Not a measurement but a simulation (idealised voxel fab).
process module | voxel quadruple lines
cross-section cut | 255 nm wide | cells 5 nm
A cross-section is a grid of square cells, given in bands from the top down. A band is one or more rows of cells.
Each band's line starts with the height of the band's top and of its bottom, in nm. Then come its materials from left to right, each with its width in nm. One material with "throughout" fills the band from edge to edge. "air" is empty space.
Height 0 is the level under which the wafer as received is all one material. The lowest band goes on downwards, as in "0 down".
A width such as "30 to 40" changes by the same amount from each row of cells to the next, from the band's top row to its bottom row.
"no change" after a step means that no cell of the cross-section changed.
closed voids: empty space of 8 cells or more with no open way to the top, each as width x height at its distance from the left edge, in nm
after a step's settings: what the simulator itself notes on the step
overlay nm, on a step with a mask: how far to the right of its planned place the mask lay; to the left if negative
plan
1 op RECEIVE | material Si
2 op CONFORMAL_DEP | material Al2O3 | thk nm 5
3 op DIRECTIONAL_DEP | material W | thk nm 15
4 op DIRECTIONAL_DEP | material polySi | thk nm 20
5 op DIRECTIONAL_DEP | material aC | thk nm 20
6 op PATTERN | tone cover | mask id MANDREL | material resist | width nm 20 | pitch nm 60 | thk nm 25 | overlay nm 0
7 op DIRECTIONAL_ETCH | etch materials aC | depth nm 20
8 op STRIP | etch materials resist
9 op CONFORMAL_DEP | material SiO2 | thk nm 10
10 op DIRECTIONAL_ETCH | etch materials SiO2 | depth nm 10
11 op STRIP | etch materials aC
12 op DIRECTIONAL_ETCH | etch materials polySi | depth nm 20
13 op STRIP | etch materials SiO2
14 op CONFORMAL_DEP | material SiN | thk nm 5
15 op DIRECTIONAL_ETCH | etch materials SiN | depth nm 5
16 op STRIP | etch materials polySi
17 op DIRECTIONAL_ETCH | etch materials W | depth nm 15
18 op STRIP | etch materials SiN
19 op FILL_DEP | material lowk | thk nm 5
20 op CMP | height nm 20
first wafer, as planned
as received, after step 1
  0 down: Si throughout
  closed voids: none
after step 2
  5 to 0: Al2O3 throughout
  below 0: unchanged
after step 3
  20 to 5: W throughout
  below 5: unchanged
after step 4
  40 to 20: polySi throughout
  below 20: unchanged
after step 5
  60 to 40: aC throughout
  below 40: unchanged
after step 6
  85 to 60: air 85 | resist 20 | air 40 | resist 20 | air 90
  below 60: unchanged
after step 7
  65 to 60: air 85 | resist 20 | air 40 | resist 20 | air 90
  60 to 40: air 85 | aC 20 | air 40 | aC 20 | air 90
  below 40: unchanged
after step 8
  60 to 40: air 85 | aC 20 | air 40 | aC 20 | air 90
  below 40: unchanged
after step 9
  70 to 60: air 75 | SiO2 40 | air 20 | SiO2 40 | air 80
  60 to 50: air 75 | SiO2 10 | aC 20 | SiO2 10 | air 20 | SiO2 10 | aC 20 | SiO2 10 | air 80
  50 to 40: SiO2 85 | aC 20 | SiO2 40 | aC 20 | SiO2 90
  below 40: unchanged
after step 10
  60 to 40: air 75 | SiO2 10 | aC 20 | SiO2 10 | air 20 | SiO2 10 | aC 20 | SiO2 10 | air 80
  below 40: unchanged
after step 11
  60 to 40: air 75 | SiO2 10 | air 20 | SiO2 10 | air 20 | SiO2 10 | air 20 | SiO2 10 | air 80
  below 40: unchanged
after step 12
  60 to 40: air 75 | SiO2 10 | air 20 | SiO2 10 | air 20 | SiO2 10 | air 20 | SiO2 10 | air 80
  40 to 20: air 75 | polySi 10 | air 20 | polySi 10 | air 20 | polySi 10 | air 20 | polySi 10 | air 80
  below 20: unchanged
after step 13
  40 to 20: air 75 | polySi 10 | air 20 | polySi 10 | air 20 | polySi 10 | air 20 | polySi 10 | air 80
  below 20: unchanged
after step 14
  45 to 40: air 70 | SiN 20 | air 10 | SiN 20 | air 10 | SiN 20 | air 10 | SiN 20 | air 75
  40 to 25: air 70 | SiN 5 | polySi 10 | SiN 5 | air 10 | SiN 5 | polySi 10 | SiN 5 | air 10 | SiN 5 | polySi 10 | SiN 5 | air 10 | SiN 5 | polySi 10 | SiN 5 | air 75
  25 to 20: SiN 75 | polySi 10 | SiN 20 | polySi 10 | SiN 20 | polySi 10 | SiN 20 | polySi 10 | SiN 80
  below 20: unchanged
after step 15
  40 to 20: air 70 | SiN 5 | polySi 10 | SiN 5 | air 10 | SiN 5 | polySi 10 | SiN 5 | air 10 | SiN 5 | polySi 10 | SiN 5 | air 10 | SiN 5 | polySi 10 | SiN 5 | air 75
  below 20: unchanged
after step 16
  40 to 20: air 70 | SiN 5 | air 10 | SiN 5 | air 10 | SiN 5 | air 10 | SiN 5 | air 10 | SiN 5 | air 10 | SiN 5 | air 10 | SiN 5 | air 10 | SiN 5 | air 75
  below 20: unchanged
after step 17
  40 to 20: air 70 | SiN 5 | air 10 | SiN 5 | air 10 | SiN 5 | air 10 | SiN 5 | air 10 | SiN 5 | air 10 | SiN 5 | air 10 | SiN 5 | air 10 | SiN 5 | air 75
  20 to 5: air 70 | W 5 | air 10 | W 5 | air 10 | W 5 | air 10 | W 5 | air 10 | W 5 | air 10 | W 5 | air 10 | W 5 | air 10 | W 5 | air 75
  below 5: unchanged
after step 18
  20 to 5: air 70 | W 5 | air 10 | W 5 | air 10 | W 5 | air 10 | W 5 | air 10 | W 5 | air 10 | W 5 | air 10 | W 5 | air 10 | W 5 | air 75
  below 5: unchanged
after step 19
  25 to 20: lowk throughout
  20 to 5: lowk 70 | W 5 | lowk 10 | W 5 | lowk 10 | W 5 | lowk 10 | W 5 | lowk 10 | W 5 | lowk 10 | W 5 | lowk 10 | W 5 | lowk 10 | W 5 | lowk 75
  below 5: unchanged
after step 20
  20 to 5: lowk 70 | W 5 | lowk 10 | W 5 | lowk 10 | W 5 | lowk 10 | W 5 | lowk 10 | W 5 | lowk 10 | W 5 | lowk 10 | W 5 | lowk 10 | W 5 | lowk 75
  below 5: unchanged
second wafer: like start, like plan, one mistake. Through step 1 it matches the first wafer
when step 2 should have ended: no change
when step 3 should have ended
  15 to 0: W throughout
  below 0: unchanged
when step 4 should have ended
  35 to 15: polySi throughout
  below 15: unchanged
when step 5 should have ended
  55 to 35: aC throughout
  below 35: unchanged
when step 6 should have ended
  80 to 55: air 85 | resist 20 | air 40 | resist 20 | air 90
  below 55: unchanged
when step 7 should have ended
  60 to 55: air 85 | resist 20 | air 40 | resist 20 | air 90
  55 to 35: air 85 | aC 20 | air 40 | aC 20 | air 90
  below 35: unchanged
when step 8 should have ended
  55 to 35: air 85 | aC 20 | air 40 | aC 20 | air 90
  below 35: unchanged
when step 9 should have ended
  65 to 55: air 75 | SiO2 40 | air 20 | SiO2 40 | air 80
  55 to 45: air 75 | SiO2 10 | aC 20 | SiO2 10 | air 20 | SiO2 10 | aC 20 | SiO2 10 | air 80
  45 to 35: SiO2 85 | aC 20 | SiO2 40 | aC 20 | SiO2 90
  below 35: unchanged
when step 10 should have ended
  55 to 35: air 75 | SiO2 10 | aC 20 | SiO2 10 | air 20 | SiO2 10 | aC 20 | SiO2 10 | air 80
  below 35: unchanged
when step 11 should have ended
  55 to 35: air 75 | SiO2 10 | air 20 | SiO2 10 | air 20 | SiO2 10 | air 20 | SiO2 10 | air 80
  below 35: unchanged
when step 12 should have ended
  55 to 35: air 75 | SiO2 10 | air 20 | SiO2 10 | air 20 | SiO2 10 | air 20 | SiO2 10 | air 80
  35 to 15: air 75 | polySi 10 | air 20 | polySi 10 | air 20 | polySi 10 | air 20 | polySi 10 | air 80
  below 15: unchanged
when step 13 should have ended
  35 to 15: air 75 | polySi 10 | air 20 | polySi 10 | air 20 | polySi 10 | air 20 | polySi 10 | air 80
  below 15: unchanged
when step 14 should have ended
  40 to 35: air 70 | SiN 20 | air 10 | SiN 20 | air 10 | SiN 20 | air 10 | SiN 20 | air 75
  35 to 20: air 70 | SiN 5 | polySi 10 | SiN 5 | air 10 | SiN 5 | polySi 10 | SiN 5 | air 10 | SiN 5 | polySi 10 | SiN 5 | air 10 | SiN 5 | polySi 10 | SiN 5 | air 75
  20 to 15: SiN 75 | polySi 10 | SiN 20 | polySi 10 | SiN 20 | polySi 10 | SiN 20 | polySi 10 | SiN 80
  below 15: unchanged
when step 15 should have ended
  35 to 15: air 70 | SiN 5 | polySi 10 | SiN 5 | air 10 | SiN 5 | polySi 10 | SiN 5 | air 10 | SiN 5 | polySi 10 | SiN 5 | air 10 | SiN 5 | polySi 10 | SiN 5 | air 75
  below 15: unchanged
when step 16 should have ended
  35 to 15: air 70 | SiN 5 | air 10 | SiN 5 | air 10 | SiN 5 | air 10 | SiN 5 | air 10 | SiN 5 | air 10 | SiN 5 | air 10 | SiN 5 | air 10 | SiN 5 | air 75
  below 15: unchanged
when step 17 should have ended
  35 to 15: air 70 | SiN 5 | air 10 | SiN 5 | air 10 | SiN 5 | air 10 | SiN 5 | air 10 | SiN 5 | air 10 | SiN 5 | air 10 | SiN 5 | air 10 | SiN 5 | air 75
  15 to 0: air 70 | W 5 | air 10 | W 5 | air 10 | W 5 | air 10 | W 5 | air 10 | W 5 | air 10 | W 5 | air 10 | W 5 | air 10 | W 5 | air 75
  below 0: unchanged
when step 18 should have ended
  15 to 0: air 70 | W 5 | air 10 | W 5 | air 10 | W 5 | air 10 | W 5 | air 10 | W 5 | air 10 | W 5 | air 10 | W 5 | air 10 | W 5 | air 75
  below 0: unchanged
when step 19 should have ended
  20 to 15: lowk throughout
  15 to 0: lowk 70 | W 5 | lowk 10 | W 5 | lowk 10 | W 5 | lowk 10 | W 5 | lowk 10 | W 5 | lowk 10 | W 5 | lowk 10 | W 5 | lowk 10 | W 5 | lowk 75
  below 0: unchanged
when step 20 should have ended: no change
what went wrong: step 2 was left out
at the end the second wafer has, in cells: 51 fewer of Al2O3 | 51 more of lowk
